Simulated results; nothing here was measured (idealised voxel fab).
The process module that follows is named voxel plated lines.
Cross-sectional view cut (width: 255 nm; square cell size: 5 nm).
Cross-section = grid of square cells, listed top down in bands; band = one or more rows. Look at the band entry: it leads with the top's height and the bottom's height in nm. Then it lists the materials left to right, with a width in nm for each. The word "everywhere" on a single material says that material fills the band edge to edge. The word "empty" is empty space. Heads up on the height convention: 0 is the point under which the incoming wafer is all one material, and the lowest band has no bottom, it just keeps going down, like "0 nm and below". Width "30..40": first value at the band's top row of cells, second value at its bottom row, equal change from row to row. A step reported as "no alterations made" is a step in which no cell of the cross-section changed. In the "Closed void register" entry, you get each enclosed empty space of 8 cells or more, one with no open way to the top, written width x height at distance, distance from the left edge, in nm. Post-settings text on a step line: simulator's own remark regarding the step. Each step line may optionally specify "overlay nm", which for a step with a mask gives the rightward distance between the mask's planned place and where it lay, a negative value indicating the leftward direction.

**Set out below are the planned steps of the process**
1. RECEIVE: material Si
2. CONFORMAL_DEP: material Al2O3, thk nm 15
3. DIRECTIONAL_DEP: material TiN, thk nm 5
4. PATTERN: tone open, mask id LINES, material resist, width nm 15, pitch nm 40, thk nm 30, overlay nm -15
5. EPI: material Ru, thk nm 10
6. EPI: material Ru, thk nm 5
7. STRIP: etch materials resist
8. DIRECTIONAL_ETCH: etch materials TiN, depth nm 5
9. CONFORMAL_DEP: material SiO2, thk nm 5
Every wafer here starts from the same state; it is the step 4 overlay nm that distinguishes them, and the value the plan gives belongs to the first wafer.

**The as-received cross-section of the first of several wafers corresponds to the state after step 1**
- 0 nm and below = Si everywhere
- Closed void register: none

**End of the module, past its last step, step 9: how the first of several wafers looks in cross-section**
- 40 nm to 35 nm = empty: 80, SiO2: 25, empty: 15, SiO2: 25, empty: 110
- 35 nm to 20 nm = empty: 80, SiO2: 5, Ru: 15, SiO2: 5, empty: 15, SiO2: 5, Ru: 15, SiO2: 5, empty: 110
- 20 nm to 15 nm = SiO2: 85, TiN: 15, SiO2: 25, TiN: 15, SiO2: 115
- 15 nm to 0 nm = Al2O3 everywhere
- 0 nm and below = Si everywhere
- Closed void register: none

**So this is the cross-section on the last wafer at the end of the module**
- 40 nm to 35 nm = empty: 110, SiO2: 25, empty: 15, SiO2: 25, empty: 80
- 35 nm to 20 nm = empty: 110, SiO2: 5, Ru: 15, SiO2: 5, empty: 15, SiO2: 5, Ru: 15, SiO2: 5, empty: 80
- 20 nm to 15 nm = SiO2: 115, TiN: 15, SiO2: 25, TiN: 15, SiO2: 85
- 15 nm to 0 nm = Al2O3 everywhere
- 0 nm and below = Si everywhere
- Closed void register: none

**Basically each wafer gets a line in the table, showing it at the end of the module: material by material, the cells it gained (+) or lost (-) since we got it, then its closed voids**
overlay nm -15; +153 Al2O3; +18 Ru; +67 SiO2; +6 TiN; Closed void register: none
overlay nm -10; +153 Al2O3; +18 Ru; +67 SiO2; +6 TiN; Closed void register: none
overlay nm -5; +153 Al2O3; +18 Ru; +67 SiO2; +6 TiN; Closed void register: none
overlay nm 0; +153 Al2O3; +18 Ru; +67 SiO2; +6 TiN; Closed void register: none
overlay nm 5; +153 Al2O3; +18 Ru; +67 SiO2; +6 TiN; Closed void register: none
overlay nm 10; +153 Al2O3; +18 Ru; +67 SiO2; +6 TiN; Closed void register: none
overlay nm 15; +153 Al2O3; +18 Ru; +67 SiO2; +6 TiN; Closed void register: none
